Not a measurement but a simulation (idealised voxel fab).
process module | voxel air gaps
cross-section cut | 290 nm wide | cells 5 nm
A cross-section is a grid of square cells, given in bands from the top down. A band is one or more rows of cells.
Each band's line starts with the height of the band's top and of its bottom, in nm. Then come its materials from left to right, each with its width in nm. One material with "throughout" fills the band from edge to edge. "air" is empty space.
Height 0 is the level under which the wafer as received is all one material. The lowest band goes on downwards, as in "0 down".
A width such as "30 to 40" changes by the same amount from each row of cells to the next, from the band's top row to its bottom row.
"no change" after a step means that no cell of the cross-section changed.
closed voids: empty space of 8 cells or more with no open way to the top, each as width x height at its distance from the left edge, in nm
after a step's settings: what the simulator itself notes on the step
overlay nm, on a step with a mask: how far to the right of its planned place the mask lay; to the left if negative
plan
1 op RECEIVE | material Si
2 op CONFORMAL_DEP | material SiO2 | thk nm 10
3 op CONFORMAL_DEP | material SiCN | thk nm 5
4 op DIRECTIONAL_DEP | material lowk | thk nm 40
5 op PATTERN | tone open | mask id LINES | material resist | width nm 15 | pitch nm 40 | thk nm 15 | overlay nm 0
6 op DIRECTIONAL_ETCH | etch materials lowk | depth nm 40
7 op STRIP | etch materials resist
8 op CONFORMAL_DEP | material TiN | thk nm 5
9 op FILL_DEP | material Ru | thk nm 10
10 op CMP | height nm 45
11 op EPI | material Ru | thk nm 10
12 op SELECTIVE_ETCH | etch materials lowk | depth nm 50
13 op CONFORMAL_DEP | material SiCN | thk nm 5
varied across the wafers: height nm of step 10. The plan shows the first wafer's value. All wafers start alike
first wafer as received, after step 1
  0 down: Si throughout
  closed voids: none
first wafer at the end, after step 13
  60 to 55: air 80 | SiCN 125 | air 85
  55 to 45: air 80 | SiCN 5 | Ru 35 | SiCN 5 | Ru 35 | SiCN 5 | Ru 35 | SiCN 5 | air 85
  45 to 40: air 80 | SiCN 15 | TiN 5 | Ru 5 | TiN 5 | SiCN 25 | TiN 5 | Ru 5 | TiN 5 | SiCN 25 | TiN 5 | Ru 5 | TiN 5 | SiCN 15 | air 85
  40 to 20: air 90 | SiCN 5 | TiN 5 | Ru 5 | TiN 5 | SiCN 5 | air 15 | SiCN 5 | TiN 5 | Ru 5 | TiN 5 | SiCN 5 | air 15 | SiCN 5 | TiN 5 | Ru 5 | TiN 5 | SiCN 5 | air 95
  20 to 15: SiCN 95 | TiN 15 | SiCN 25 | TiN 15 | SiCN 25 | TiN 15 | SiCN 100
  15 to 10: SiCN throughout
  10 to 0: SiO2 throughout
  0 down: Si throughout
  closed voids: 15 x 20 at 115; 15 x 20 at 155
last wafer at the end
  85 to 80: SiCN throughout
  80 to 60: Ru throughout
  60 to 55: TiN 100 | Ru 5 | TiN 35 | Ru 5 | TiN 35 | Ru 5 | TiN 105
  55 to 20: lowk 95 | TiN 5 | Ru 5 | TiN 5 | lowk 25 | TiN 5 | Ru 5 | TiN 5 | lowk 25 | TiN 5 | Ru 5 | TiN 5 | lowk 100
  20 to 15: lowk 95 | TiN 15 | lowk 25 | TiN 15 | lowk 25 | TiN 15 | lowk 100
  15 to 10: SiCN throughout
  10 to 0: SiO2 throughout
  0 down: Si throughout
  closed voids: none
each wafer at the end: cells of each material gained (+) or lost (-) since it was received, then its closed voids
height nm 45 | +57 Ru | +180 SiCN | +116 SiO2 | +39 TiN | closed voids: 15 x 20 at 115; 15 x 20 at 155
height nm 50 | +60 Ru | +186 SiCN | +116 SiO2 | +45 TiN | closed voids: 15 x 25 at 115; 15 x 25 at 155
height nm 55 | +63 Ru | +192 SiCN | +116 SiO2 | +51 TiN | closed voids: 15 x 30 at 115; 15 x 30 at 155
height nm 60 | +140 Ru | +116 SiCN | +116 SiO2 | +106 TiN | +392 lowk | closed voids: none
height nm 65 | +198 Ru | +116 SiCN | +116 SiO2 | +106 TiN | +392 lowk | closed voids: none
height nm 70 | +256 Ru | +116 SiCN | +116 SiO2 | +106 TiN | +392 lowk | closed voids: none
